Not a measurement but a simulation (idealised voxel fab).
process module | voxel capacitor over wiring
cross-section cut | 170 nm wide | cells 5 nm
A cross-section is a grid of square cells, given in bands from the top down. A band is one or more rows of cells.
Each band's line starts with the height of the band's top and of its bottom, in nm. Then come its materials from left to right, each with its width in nm. One material with "throughout" fills the band from edge to edge. "air" is empty space.
Height 0 is the level under which the wafer as received is all one material. The lowest band goes on downwards, as in "0 down".
A width such as "30 to 40" changes by the same amount from each row of cells to the next, from the band's top row to its bottom row.
"no change" after a step means that no cell of the cross-section changed.
closed voids: empty space of 8 cells or more with no open way to the top, each as width x height at its distance from the left edge, in nm
after a step's settings: what the simulator itself notes on the step
overlay nm, on a step with a mask: how far to the right of its planned place the mask lay; to the left if negative
plan
1 op RECEIVE | material Si
2 op CONFORMAL_DEP | material SiO2 | thk nm 15
3 op CONFORMAL_DEP | material SiN | thk nm 5
4 op DIRECTIONAL_DEP | material SiO2 | thk nm 25
5 op DIRECTIONAL_DEP | material aC | thk nm 15
6 op PATTERN | tone open | mask id METAL_1 | material resist | width nm 30 | pitch nm 90 | thk nm 30 | overlay nm 0
7 op DIRECTIONAL_ETCH | etch materials aC | depth nm 15
8 op STRIP | etch materials resist
9 op DIRECTIONAL_ETCH | etch materials SiO2 | depth nm 25
10 op DIRECTIONAL_ETCH | etch materials SiN | depth nm 5
11 op STRIP | etch materials aC
12 op CONFORMAL_DEP | material TiN | thk nm 5
13 op FILL_DEP | material Cu | thk nm 10
14 op CMP | height nm 45
15 op CONFORMAL_DEP | material SiCN | thk nm 5
16 op DIRECTIONAL_DEP | material SiO2 | thk nm 15
17 op PATTERN | tone open | mask id PLUG_1 | material resist | width nm 15 | thk nm 20 | overlay nm 0
18 op DIRECTIONAL_ETCH | etch materials SiO2 | depth nm 15
19 op DIRECTIONAL_ETCH | etch materials SiCN | depth nm 5
20 op STRIP | etch materials resist
21 op CONFORMAL_DEP | material TiN | thk nm 5
22 op FILL_DEP | material W | thk nm 5
23 op CMP | height nm 65
24 op DIRECTIONAL_DEP | material TiN | thk nm 5
25 op DIRECTIONAL_DEP | material SiN | thk nm 5
26 op DIRECTIONAL_DEP | material TiN | thk nm 5
27 op MASKED_ETCH | tone cover | mask id UPPER_PLATE | width nm 65 | etch materials TiN | depth nm 5 | overlay nm 0
28 op MASKED_ETCH | tone cover | mask id UPPER_PLATE | width nm 65 | etch materials SiN | depth nm 5 | overlay nm 0
29 op DIRECTIONAL_DEP | material aC | thk nm 15
30 op PATTERN | tone cover | mask id LOWER_PLATE | material resist | width nm 75 | thk nm 35 | overlay nm 0
31 op DIRECTIONAL_ETCH | etch materials aC | depth nm 15
32 op STRIP | etch materials resist
33 op DIRECTIONAL_ETCH | etch materials TiN | depth nm 5
34 op STRIP | etch materials aC
35 op FILL_DEP | material SiO2 | thk nm 15
36 op CMP | height nm 90
37 op MASKED_ETCH | tone open | mask id PLUG_2 | width nm 15 | etch materials SiO2 | depth nm 10 | overlay nm 0
38 op CONFORMAL_DEP | material TiN | thk nm 5
39 op FILL_DEP | material Cu | thk nm 5
40 op CMP | height nm 90
41 op CONFORMAL_DEP | material SiCN | thk nm 5
as received, after step 1
  0 down: Si throughout
  closed voids: none
first wafer at the end, as planned
  95 to 90: SiCN throughout
  90 to 85: SiO2 50 | TiN 5 | Cu 5 | TiN 5 | SiO2 105
  85 to 75: SiO2 50 to 40 | TiN 15 to 65 | SiO2 105 to 65
  75 to 70: SiO2 40 | SiN 65 | SiO2 65
  70 to 65: SiO2 35 | TiN 75 | SiO2 60
  65 to 50: SiO2 40 | TiN 5 | W 5 | TiN 5 | SiO2 115
  50 to 45: SiCN 40 | TiN 15 | SiCN 115
  45 to 20: SiO2 25 | TiN 5 | Cu 20 | TiN 5 | SiO2 60 | TiN 5 | Cu 20 | TiN 5 | SiO2 25
  20 to 15: SiN 25 | TiN 30 | SiN 60 | TiN 30 | SiN 25
  15 to 0: SiO2 throughout
  0 down: Si throughout
  closed voids: none
second wafer at the end: like start, like plan, one mistake
  95 to 90: SiCN throughout
  90 to 85: SiO2 50 | TiN 5 | Cu 5 | TiN 5 | SiO2 105
  85 to 75: SiO2 50 to 40 | TiN 15 to 65 | SiO2 105 to 65
  75 to 70: SiO2 40 | SiN 65 | SiO2 65
  70 to 65: SiO2 35 | TiN 80 | SiO2 55
  65 to 50: SiO2 40 | TiN 5 | W 5 | TiN 5 | SiO2 115
  50 to 45: SiCN 40 | TiN 15 | SiCN 115
  45 to 20: SiO2 25 | TiN 5 | Cu 20 | TiN 5 | SiO2 60 | TiN 5 | Cu 20 | TiN 5 | SiO2 25
  20 to 15: SiN 25 | TiN 30 | SiN 60 | TiN 30 | SiN 25
  15 to 0: SiO2 throughout
  0 down: Si throughout
  closed voids: none
what went wrong: step 30 ran as: op PATTERN | tone cover | mask id LOWER_PLATE | material resist | width nm 80 | thk nm 35 | overlay nm 0
at the end the second wafer has, in cells: 1 fewer of SiO2 | 1 more of TiN
